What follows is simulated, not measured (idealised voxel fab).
This is a process module. Its name is voxel trench capacitor.
Shown is cross-section cut, with a width of 285 nm and square cells of size 5 nm.
In this document a cross-section is written as a grid of square cells. It is given as a series of bands, listed from the top down, and a band is one or more rows of cells.
Top height, bottom height, nm. Materials left to right, width each, nm. Single material + "all across" = fills band edge to edge. "empty" = empty.
Height reference: 0 = level under which incoming wafer is all one material. Lowest band: no bottom, runs on downward, e.g. "z 0 and below".
Per-row width for "30->40": begins at first number (top row of band), ends at second number (bottom row), increment between rows held constant.
"no alteration" (step): cross-section cells unchanged, all of them.
"Entrapped void list" contains a list of empty spaces, each no smaller than 8 cells and without an open way to the top, written in the form width x height at distance with the distance from the left edge and all three in nm.
Formally, on a step line, whatever follows the settings is a remark that the simulator itself makes on the step.
overlay nm: where the mask lay relative to plan, measured to the right, on steps with a mask; negatives go left.
### Listed below are the process steps as planned
1. RECEIVE, material Si
2. CONFORMAL_DEP, material SiN, thk nm 5
3. DIRECTIONAL_DEP, material aC, thk nm 10
4. PATTERN, tone open, mask id TRENCH, material resist, width nm 25, pitch nm 40, thk nm 30, overlay nm 0
5. DIRECTIONAL_ETCH, etch materials aC, depth nm 10
6. STRIP, etch materials resist
7. DIRECTIONAL_ETCH, etch materials SiN, depth nm 5
8. DIRECTIONAL_ETCH, etch materials Si, depth nm 40
9. STRIP, etch materials aC
10. CONFORMAL_DEP, material Al2O3, thk nm 5
11. CONFORMAL_DEP, material TiN, thk nm 5
12. FILL_DEP, material W, thk nm 10
13. CMP, height nm 5
### As-received state of the wafer in cross-section, equivalent to post-step 1
* z 0 and below: Si all across
* Entrapped void list: none
### Final cross-section, module run with one mistake (start and plan as above)
* z 5 to 0: TiN all across
* z 0 and below: Si all across
* Entrapped void list: none
what went wrong: rather than as planned, step 2 actually ran as CONFORMAL_DEP, material TiN, thk nm 5
